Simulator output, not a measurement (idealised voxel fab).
voxel ribs on slabs: a process module
Cross-section cut spans 230 nm and uses square cells 5 nm in size.
Cross-sections here: square-cell grids, written as top-down lists of bands, a band being one or more rows of cells. Within each band entry, the heights of the top and of the bottom of the band appear first, in that order and in nm; the materials of the band then follow from left to right, each with its corresponding width in nm. The designation "edge to edge" on a single material indicates that it fills the band from edge to edge; the designation "empty" indicates empty space. Heads up on the height convention: 0 is the point under which the incoming wafer is all one material, and the lowest band has no bottom, it just keeps going down, like "0 and below". Width spec "30..40" -> top row of cells at first value, bottom row at second value, equal per-row change in between. Where the words "stayed the same" appear for a step, the cross-section shows no cell changed by that step; every cell remained as before. The entry titled "Closed void table" provides the empty spaces that have no open way to the top, restricted to those of 8 cells or more. Each is presented as width x height at distance, the distance being measured from the left edge, with all three in nm. Anything after a step's settings on that line? It's the simulator's own note about the step. The line of a step may include "overlay nm". On a step with a mask, this value is how far to the right of its planned place the mask lay. A negative value means the mask lay to the left.

**Steps in the process plan**
1. RECEIVE [material Si]
2. DIRECTIONAL_DEP [material SiO2] [thk nm 25]
3. DIRECTIONAL_DEP [material polySi] [thk nm 20]
4. PATTERN [tone cover] [mask id RIB] [material resist] [width nm 15] [thk nm 15] [overlay nm 0]
5. DIRECTIONAL_ETCH [etch materials polySi] [depth nm 15]
6. STRIP [etch materials resist]
7. DIRECTIONAL_DEP [material aC] [thk nm 15]
8. PATTERN [tone cover] [mask id SLAB] [material resist] [width nm 65] [thk nm 35] [overlay nm 0]
9. DIRECTIONAL_ETCH [etch materials aC] [depth nm 15]
10. STRIP [etch materials resist]
11. DIRECTIONAL_ETCH [etch materials polySi] [depth nm 5]
12. STRIP [etch materials aC]
13. FILL_DEP [material SiO2] [thk nm 20]
14. CMP [height nm 60]
15. DIRECTIONAL_DEP [material TiN] [thk nm 10]
16. DIRECTIONAL_DEP [material aC] [thk nm 15]
17. PATTERN [tone cover] [mask id HEATER] [material resist] [width nm 25] [thk nm 30] [overlay nm 0]
18. DIRECTIONAL_ETCH [etch materials aC] [depth nm 15]
19. STRIP [etch materials resist]
20. DIRECTIONAL_ETCH [etch materials TiN] [depth nm 10]
21. STRIP [etch materials aC]
22. CONFORMAL_DEP [material SiO2] [thk nm 10]

**Cross-section of the incoming wafer, state after step 1**
    0 and below | Si edge to edge
    Closed void table: none

**Starting structure and process plan are as shown above, but one mistake was made in running the module; the wafer cross-section at the end of the module follows**
    80 down to 70 | empty (90); SiO2 (45); empty (95)
    70 down to 60 | SiO2 (100); TiN (25); SiO2 (105)
    60 down to 45 | SiO2 edge to edge
    45 down to 40 | SiO2 (80); polySi (25); SiO2 (15); polySi (25); SiO2 (85)
    40 down to 30 | polySi (105); SiO2 (15); polySi (110)
    30 down to 25 | polySi edge to edge
    25 down to 0 | SiO2 edge to edge
    0 and below | Si edge to edge
    Closed void table: none
What was done differently from what was planned? step 4 went in with a setting other than planned; the actual run was PATTERN [tone open] [mask id RIB] [material resist] [width nm 15] [thk nm 15] [overlay nm 0]
